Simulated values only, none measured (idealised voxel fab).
The following process module bears the name voxel wiring stack.
Cross-sectional view cut (width: 215 nm; square cell size: 5 nm).
Reading order for cross-sections: top band down to bottom band. Underlying form: a grid of square cells. Band size: one or more rows of cells. Per band: top height and bottom height in nm, followed by the left-to-right materials and their widths in nm; "all across" marks a single material spanning edge to edge, "blank" marks empty space. Ref level 0: as-received wafer is one material below here. Bottom band extends down with no lower bound ("0 down"). Width spec "30 to 40" -> top row of cells at first value, bottom row at second value, equal per-row change in between. The designation "nothing changed", where it is given for a processing step, indicates that no cell of the cross-section was altered in the course of that step. For the entry "Closed internal cavities", the listed items are empty spaces with no open way to the top whose size is 8 cells or more; each item follows the pattern width x height at distance, where distance is from the left edge and all three are in nm. Formally, on a step line, whatever follows the settings is a remark that the simulator itself makes on the step. Each step line may optionally specify "overlay nm", which for a step with a mask gives the rightward distance between the mask's planned place and where it lay, a negative value indicating the leftward direction.
Plan
1: RECEIVE | material Si
2: CONFORMAL_DEP | material SiO2 | thk nm 10
3: CONFORMAL_DEP | material SiCN | thk nm 5
4: DIRECTIONAL_DEP | material SiO2 | thk nm 15
5: MASKED_ETCH | tone open | mask id METAL_1 | width nm 25 | pitch nm 50 | etch materials SiO2 | depth nm 15 | overlay nm -15
6: MASKED_ETCH | tone open | mask id METAL_1 | width nm 25 | pitch nm 50 | etch materials SiCN | depth nm 5 | overlay nm 0
7: CONFORMAL_DEP | material TiN | thk nm 5
8: FILL_DEP | material W | thk nm 5
9: CMP | height nm 30
10: CONFORMAL_DEP | material SiCN | thk nm 5
11: DIRECTIONAL_DEP | material lowk | thk nm 20
12: PATTERN | tone open | mask id PLUG_1 | material resist | width nm 15 | pitch nm 100 | thk nm 15 | overlay nm 0
13: DIRECTIONAL_ETCH | etch materials lowk | depth nm 20
14: DIRECTIONAL_ETCH | etch materials SiCN | depth nm 5
15: STRIP | etch materials resist
16: EPI | material Ru | thk nm 10
17: EPI | material Ru | thk nm 10
18: EPI | material Ru | thk nm 5
19: DIRECTIONAL_DEP | material TiN | thk nm 5
20: DIRECTIONAL_DEP | material Ru | thk nm 20
21: PATTERN | tone cover | mask id METAL_2 | material resist | width nm 25 | pitch nm 50 | thk nm 20 | overlay nm 0
22: DIRECTIONAL_ETCH | etch materials Ru | depth nm 20
23: DIRECTIONAL_ETCH | etch materials TiN | depth nm 5
24: STRIP | etch materials resist
25: FILL_DEP | material SiO2 | thk nm 10
26: CMP | height nm 80
27: CONFORMAL_DEP | material SiCN | thk nm 5
28: DIRECTIONAL_DEP | material lowk | thk nm 15
29: PATTERN | tone open | mask id PLUG_2 | material resist | width nm 15 | pitch nm 100 | thk nm 20 | overlay nm 0
30: DIRECTIONAL_ETCH | etch materials lowk | depth nm 15
31: DIRECTIONAL_ETCH | etch materials SiCN | depth nm 5
32: STRIP | etch materials resist
33: CONFORMAL_DEP | material TiN | thk nm 5
34: FILL_DEP | material Cu | thk nm 5
35: CMP | height nm 100
36: DIRECTIONAL_DEP | material TiN | thk nm 5
37: DIRECTIONAL_DEP | material Ru | thk nm 15
38: MASKED_ETCH | tone cover | mask id METAL_3 | width nm 25 | pitch nm 50 | etch materials Ru | depth nm 15 | overlay nm 0
39: MASKED_ETCH | tone cover | mask id METAL_3 | width nm 25 | pitch nm 50 | etch materials TiN | depth nm 5 | overlay nm 0
40: FILL_DEP | material SiO2 | thk nm 10
41: CMP | height nm 120
42: CONFORMAL_DEP | material SiN | thk nm 5
Same starting wafers, different overlay nm at step 5. Plan value belongs to the first wafer.
Sectional view: first of several wafers, as received, after step 1
* 0 down | Si all across
* Closed internal cavities: none
First wafer of several, cross-section, module end, after step 42 (last)
* 125 to 120 | SiN all across
* 120 to 105 | SiO2=45, then Ru=25, then SiO2=25, then Ru=25, then SiO2=25, then Ru=25, then SiO2=45
* 105 to 100 | SiO2=45, then TiN=25, then SiO2=25, then TiN=25, then SiO2=25, then TiN=25, then SiO2=45
* 100 to 85 | lowk=45, then TiN=5, then Cu=5, then TiN=5, then lowk=85, then TiN=5, then Cu=5, then TiN=5, then lowk=55
* 85 to 80 | SiCN=45, then TiN=15, then SiCN=85, then TiN=15, then SiCN=55
* 80 to 60 | SiO2=45, then Ru=25, then SiO2=25, then Ru=25, then SiO2=25, then Ru=25, then SiO2=45
* 60 to 55 | SiO2=45, then TiN=25, then SiO2=25, then TiN=25, then SiO2=25, then TiN=25, then SiO2=45
* 55 to 35 | lowk=45, then Ru=15, then lowk=85, then Ru=15, then lowk=55
* 35 to 30 | SiCN=45, then Ru=15, then SiCN=85, then Ru=15, then SiCN=55
* 30 to 20 | SiO2=30, then TiN=5, then W=15, then TiN=5, then SiO2=25, then TiN=5, then W=15, then TiN=5, then SiO2=25, then TiN=5, then W=15, then TiN=5, then SiO2=60
* 20 to 15 | SiO2=30, then TiN=25, then SiO2=25, then TiN=25, then SiO2=25, then TiN=25, then SiO2=60
* 15 to 10 | SiCN=45, then TiN=10, then SiCN=40, then TiN=10, then SiCN=40, then TiN=10, then SiCN=60
* 10 to 0 | SiO2 all across
* 0 down | Si all across
* Closed internal cavities: none
Last-wafer cross-section at the end of the module
* 125 to 120 | SiN all across
* 120 to 105 | SiO2=45, then Ru=25, then SiO2=25, then Ru=25, then SiO2=25, then Ru=25, then SiO2=45
* 105 to 100 | SiO2=45, then TiN=25, then SiO2=25, then TiN=25, then SiO2=25, then TiN=25, then SiO2=45
* 100 to 85 | lowk=45, then TiN=5, then Cu=5, then TiN=5, then lowk=85, then TiN=5, then Cu=5, then TiN=5, then lowk=55
* 85 to 80 | SiCN=45, then TiN=15, then SiCN=85, then TiN=15, then SiCN=55
* 80 to 60 | SiO2=60, then Ru=10, then SiO2=25, then Ru=25, then SiO2=40, then Ru=10, then SiO2=45
* 60 to 55 | SiO2=60, then TiN=10, then SiO2=25, then TiN=25, then SiO2=40, then TiN=10, then SiO2=45
* 55 to 35 | lowk=45, then Ru=15, then lowk=85, then Ru=15, then lowk=55
* 35 to 30 | SiCN=45, then TiN=15, then SiCN=85, then TiN=15, then SiCN=55
* 30 to 20 | SiO2=60, then TiN=5, then W=15, then TiN=5, then SiO2=25, then TiN=5, then W=15, then TiN=5, then SiO2=25, then TiN=5, then W=15, then TiN=5, then SiO2=30
* 20 to 15 | SiO2=60, then TiN=25, then SiO2=25, then TiN=25, then SiO2=25, then TiN=25, then SiO2=30
* 15 to 10 | SiCN=60, then TiN=10, then SiCN=40, then TiN=10, then SiCN=40, then TiN=10, then SiCN=45
* 10 to 0 | SiO2 all across
* 0 down | Si all across
* Closed internal cavities: none
End of module, by wafer: material-by-material cell gain (+) or loss (-) since receipt, then closed voids
overlay nm -15, +6 Cu, +135 Ru, +111 SiCN, +43 SiN, +422 SiO2, +81 TiN, +18 W, +259 lowk, Closed internal cavities: none
overlay nm -10, +6 Cu, +135 Ru, +108 SiCN, +43 SiN, +422 SiO2, +81 TiN, +21 W, +259 lowk, Closed internal cavities: none
overlay nm -5, +6 Cu, +135 Ru, +105 SiCN, +43 SiN, +422 SiO2, +81 TiN, +24 W, +259 lowk, Closed internal cavities: none
overlay nm 0, +6 Cu, +135 Ru, +102 SiCN, +43 SiN, +422 SiO2, +81 TiN, +27 W, +259 lowk, Closed internal cavities: none
overlay nm 5, +6 Cu, +135 Ru, +105 SiCN, +43 SiN, +422 SiO2, +81 TiN, +24 W, +259 lowk, Closed internal cavities: none
overlay nm 10, +6 Cu, +135 Ru, +108 SiCN, +43 SiN, +422 SiO2, +81 TiN, +21 W, +259 lowk, Closed internal cavities: none
overlay nm 15, +6 Cu, +105 Ru, +111 SiCN, +43 SiN, +452 SiO2, +81 TiN, +18 W, +259 lowk, Closed internal cavities: none
